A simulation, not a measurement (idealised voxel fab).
Module name: voxel capacitor over wiring (process module)
FYI the section here is cut, 235 nm wide, cells are 5 nm squares.
Just so we're on the same page, the cross-sections are grids of square cells, and they're listed out in bands top to bottom, each band one or more rows deep.
Top, bottom (nm), then materials left to right with widths (nm); lone material tagged "full width" fills the whole band edge to edge; "blank" = empty space.
Convention: height 0 is the level below which the wafer, as received, is all one material. The lowest band does not terminate at the bottom but continues downward, represented as "from 0 down".
Width spec "30 to 40" -> top row of cells at first value, bottom row at second value, equal per-row change in between.
Given "no modifications" for a step, no cell of the cross-section differs between before and after that step.
"Closed void list" lists enclosed empty spaces (at least 8 cells, no open path upward to the top), each as width x height at distance from the left edge, in nm.
That trailing text on a step's line, after the settings, is the simulator's own remark on the step.
On any step carrying a mask, the "overlay nm" setting, if present on the step's line, tells how far right of its planned place the mask lay; negative values point to the left.

-- Set out below are the planned steps of the process
step 1: RECEIVE with material Si
step 2: CONFORMAL_DEP with material SiO2, thk nm 10
step 3: DIRECTIONAL_DEP with material TiN, thk nm 5
step 4: DIRECTIONAL_DEP with material Ru, thk nm 25
step 5: DIRECTIONAL_DEP with material aC, thk nm 10
step 6: PATTERN with tone cover, mask id METAL_1, material resist, width nm 30, pitch nm 90, thk nm 25, overlay nm 0
step 7: DIRECTIONAL_ETCH with etch materials aC, depth nm 10
step 8: STRIP with etch materials resist
step 9: DIRECTIONAL_ETCH with etch materials Ru, depth nm 25
step 10: DIRECTIONAL_ETCH with etch materials TiN, depth nm 5
step 11: STRIP with etch materials aC
step 12: CONFORMAL_DEP with material SiN, thk nm 5
step 13: FILL_DEP with material SiO2, thk nm 5
step 14: CMP with height nm 40
step 15: CONFORMAL_DEP with material SiCN, thk nm 5
step 16: DIRECTIONAL_DEP with material lowk, thk nm 10
step 17: DIRECTIONAL_DEP with material aC, thk nm 10
step 18: PATTERN with tone open, mask id PLUG_1, material resist, width nm 15, thk nm 25, overlay nm 0
step 19: DIRECTIONAL_ETCH with etch materials aC, depth nm 10
step 20: STRIP with etch materials resist
step 21: DIRECTIONAL_ETCH with etch materials lowk, depth nm 10
step 22: DIRECTIONAL_ETCH with etch materials SiCN, depth nm 5
step 23: STRIP with etch materials aC
step 24: EPI with material Ru, thk nm 10
step 25: EPI with material Ru, thk nm 5
step 26: DIRECTIONAL_DEP with material TiN, thk nm 10
step 27: DIRECTIONAL_DEP with material Al2O3, thk nm 5
step 28: DIRECTIONAL_DEP with material TiN, thk nm 10
step 29: PATTERN with tone cover, mask id UPPER_PLATE, material resist, width nm 65, thk nm 20, overlay nm 0
step 30: DIRECTIONAL_ETCH with etch materials TiN, depth nm 10
step 31: DIRECTIONAL_ETCH with etch materials Al2O3, depth nm 5
step 32: STRIP with etch materials resist
step 33: DIRECTIONAL_DEP with material aC, thk nm 15
step 34: PATTERN with tone cover, mask id LOWER_PLATE, material resist, width nm 75, thk nm 35, overlay nm 0
step 35: DIRECTIONAL_ETCH with etch materials aC, depth nm 15
step 36: STRIP with etch materials resist
step 37: DIRECTIONAL_ETCH with etch materials TiN, depth nm 10
step 38: STRIP with etch materials aC
step 39: FILL_DEP with material SiO2, thk nm 15
step 40: CMP with height nm 90
step 41: MASKED_ETCH with tone open, mask id PLUG_2, width nm 15, etch materials SiO2, depth nm 10, overlay nm 0
step 42: CONFORMAL_DEP with material TiN, thk nm 5
step 43: FILL_DEP with material W, thk nm 5
step 44: CMP with height nm 90
step 45: CONFORMAL_DEP with material SiCN, thk nm 5

-- Cross-section, incoming material, after step 1
    from 0 down: Si full width
    Closed void list: none

-- What the wafer looks like in cross-section after this module, when it starts as shown above and follows the plan above but one mistake is made in running it
    from 95 to 90: SiCN full width
    from 90 to 85: SiO2 80 nm; TiN 5 nm; W 5 nm; TiN 5 nm; SiO2 140 nm
    from 85 to 80: SiO2 80 nm; TiN 15 nm; SiO2 140 nm
    from 80 to 70: SiO2 85 nm; TiN 50 nm; SiO2 100 nm
    from 70 to 65: SiO2 85 nm; Al2O3 50 nm; SiO2 100 nm
    from 65 to 55: SiO2 65 nm; TiN 75 nm; SiO2 95 nm
    from 55 to 50: lowk 70 nm; Al2O3 15 nm; lowk 150 nm
    from 50 to 45: lowk 70 nm; TiN 15 nm; lowk 150 nm
    from 45 to 40: SiCN 70 nm; TiN 15 nm; SiCN 150 nm
    from 40 to 15: lowk full width
    from 15 to 10: TiN full width
    from 10 to 0: SiO2 full width
    from 0 down: Si full width
    Closed void list: none
What was the processing mistake? step 4 ran differently from the plan; actual operation with settings: DIRECTIONAL_DEP with material lowk, thk nm 25
